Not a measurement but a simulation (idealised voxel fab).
process module | voxel released beams
cross-section cut | 215 nm wide | cells 5 nm
A cross-section is a grid of square cells, given in bands from the top down. A band is one or more rows of cells.
Each band's line starts with the height of the band's top and of its bottom, in nm. Then come its materials from left to right, each with its width in nm. One material with "throughout" fills the band from edge to edge. "air" is empty space.
Height 0 is the level under which the wafer as received is all one material. The lowest band goes on downwards, as in "0 down".
A width such as "30 to 40" changes by the same amount from each row of cells to the next, from the band's top row to its bottom row.
"no change" after a step means that no cell of the cross-section changed.
closed voids: empty space of 8 cells or more with no open way to the top, each as width x height at its distance from the left edge, in nm
after a step's settings: what the simulator itself notes on the step
overlay nm, on a step with a mask: how far to the right of its planned place the mask lay; to the left if negative
plan
1 op RECEIVE | material Si
2 op CONFORMAL_DEP | material Al2O3 | thk nm 5
3 op DIRECTIONAL_DEP | material SiO2 | thk nm 10
4 op PATTERN | tone open | mask id ANCHOR | material resist | width nm 45 | thk nm 15 | overlay nm 0
5 op DIRECTIONAL_ETCH | etch materials SiO2 | depth nm 10
6 op STRIP | etch materials resist
7 op CONFORMAL_DEP | material polySi | thk nm 15
8 op PATTERN | tone cover | mask id BEAM | material resist | width nm 125 | thk nm 15 | overlay nm 0
9 op DIRECTIONAL_ETCH | etch materials polySi | depth nm 15
10 op STRIP | etch materials resist
11 op STRIP | etch materials SiO2
as received, after step 1
  0 down: Si throughout
  closed voids: none
a wafer at the end: this start, this plan, one mistake
  30 to 20: air 40 | polySi 65 | air 110
  20 to 15: air 40 | polySi 125 | air 50
  15 to 5: air 30 | polySi 15 | SiO2 45 | polySi 75 | air 50
  5 to 0: Al2O3 throughout
  0 down: Si throughout
  closed voids: none
what went wrong: step 4 ran as: op PATTERN | tone cover | mask id ANCHOR | material resist | width nm 45 | thk nm 15 | overlay nm 0
